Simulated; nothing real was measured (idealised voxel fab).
Title: Process Module voxel capacitor over wiring
The cross-section on display is named cut; it measures 265 nm wide, and its cells are 5 nm squares.
For the purposes of this document, a cross-section shall be understood as a grid of square cells, specified as bands listed in top-to-bottom order, each band consisting of one or more rows of cells. Top, bottom (nm), then materials left to right with widths (nm); lone material tagged "full width" fills the whole band edge to edge; "blank" = empty space. For the purposes of this specification, 0 denotes the height below which the wafer in its as-received condition is composed wholly of one material, and the lowermost band, lacking a lower limit, extends downward without end, as expressed in "0 down". Graded width ("30->40"): value in top row of band = first number; value in bottom row = second number; row-to-row change constant. "everything unchanged" means the step left every cell of the cross-section as it was. In "Entrapped voids" the enclosed voids are listed, meaning empty spaces of 8 cells or larger without any opening to the top. The form is width x height at distance, distance from the left edge, units nm. Read whatever lies past the settings on a step's line as the simulator's own remark about the step. "overlay nm" on a masked step: distance the mask lay right of its planned place, negative for left.

-- plan
1 RECEIVE (material Si)
2 CONFORMAL_DEP (material SiO2; thk nm 15)
3 CONFORMAL_DEP (material SiCN; thk nm 5)
4 DIRECTIONAL_DEP (material SiO2; thk nm 20)
5 MASKED_ETCH (tone open; mask id METAL_1; width nm 30; pitch nm 90; etch materials SiO2; depth nm 20; overlay nm 0)
6 MASKED_ETCH (tone open; mask id METAL_1; width nm 30; pitch nm 90; etch materials SiCN; depth nm 5; overlay nm 0)
7 CONFORMAL_DEP (material TiN; thk nm 5)
8 FILL_DEP (material Cu; thk nm 10)
9 CMP (height nm 40)
10 CONFORMAL_DEP (material SiCN; thk nm 5)
11 DIRECTIONAL_DEP (material lowk; thk nm 15)
12 PATTERN (tone open; mask id PLUG_1; material resist; width nm 15; thk nm 20; overlay nm 0)
13 DIRECTIONAL_ETCH (etch materials lowk; depth nm 15)
14 DIRECTIONAL_ETCH (etch materials SiCN; depth nm 5)
15 STRIP (etch materials resist)
16 EPI (material Ru; thk nm 10)
17 EPI (material Ru; thk nm 10)
18 DIRECTIONAL_DEP (material TiN; thk nm 5)
19 DIRECTIONAL_DEP (material HfO2; thk nm 5)
20 DIRECTIONAL_DEP (material TiN; thk nm 5)
21 DIRECTIONAL_DEP (material aC; thk nm 15)
22 PATTERN (tone cover; mask id UPPER_PLATE; material resist; width nm 65; thk nm 30; overlay nm 0)
23 DIRECTIONAL_ETCH (etch materials aC; depth nm 15)
24 STRIP (etch materials resist)
25 DIRECTIONAL_ETCH (etch materials TiN; depth nm 5)
26 DIRECTIONAL_ETCH (etch materials HfO2; depth nm 5)
27 STRIP (etch materials aC)
28 MASKED_ETCH (tone cover; mask id LOWER_PLATE; width nm 75; etch materials TiN; depth nm 5; overlay nm 0)
29 FILL_DEP (material SiO2; thk nm 15)
30 CMP (height nm 85)
31 DIRECTIONAL_DEP (material aC; thk nm 15)
32 PATTERN (tone open; mask id PLUG_2; material resist; width nm 15; thk nm 30; overlay nm 0)
33 DIRECTIONAL_ETCH (etch materials aC; depth nm 15)
34 STRIP (etch materials resist)
35 DIRECTIONAL_ETCH (etch materials SiO2; depth nm 10)
36 STRIP (etch materials aC)
37 CONFORMAL_DEP (material TiN; thk nm 5)
38 FILL_DEP (material Cu; thk nm 5)
39 CMP (height nm 85)
40 CONFORMAL_DEP (material SiCN; thk nm 5)

-- Wafer cross-section on receipt, i.e. after step 1
> 0 down  Si full width
> Entrapped voids: none

-- Figure: cross-sectional view of the wafer upon completion of the module, processed from the initial state and according to the plan depicted above, with one error introduced during execution
> 90 to 85  SiCN full width
> 85 to 80  Cu: 90 / TiN: 5 / SiO2: 15 / TiN: 5 / Cu: 150
> 80 to 75  TiN: 95 / SiO2: 15 / TiN: 155
> 75 to 70  SiO2: 85 / TiN: 65 / SiO2: 115
> 70 to 65  SiO2: 85 / HfO2: 65 / SiO2: 115
> 65 to 60  SiO2: 80 / TiN: 75 / SiO2: 110
> 60 to 45  lowk: 85 / Ru: 15 / lowk: 165
> 45 to 40  SiCN: 85 / Ru: 15 / SiCN: 165
> 40 to 20  SiO2: 70 / TiN: 5 / Cu: 20 / TiN: 5 / SiO2: 60 / TiN: 5 / Cu: 20 / TiN: 5 / SiO2: 75
> 20 to 15  SiCN: 70 / TiN: 30 / SiCN: 60 / TiN: 30 / SiCN: 75
> 15 to 0  SiO2 full width
> 0 down  Si full width
> Entrapped voids: none
Misprocessing identified: the process deviated at step 32: the operation and settings actually run there were PATTERN (tone cover; mask id PLUG_2; material resist; width nm 15; thk nm 30; overlay nm 0)
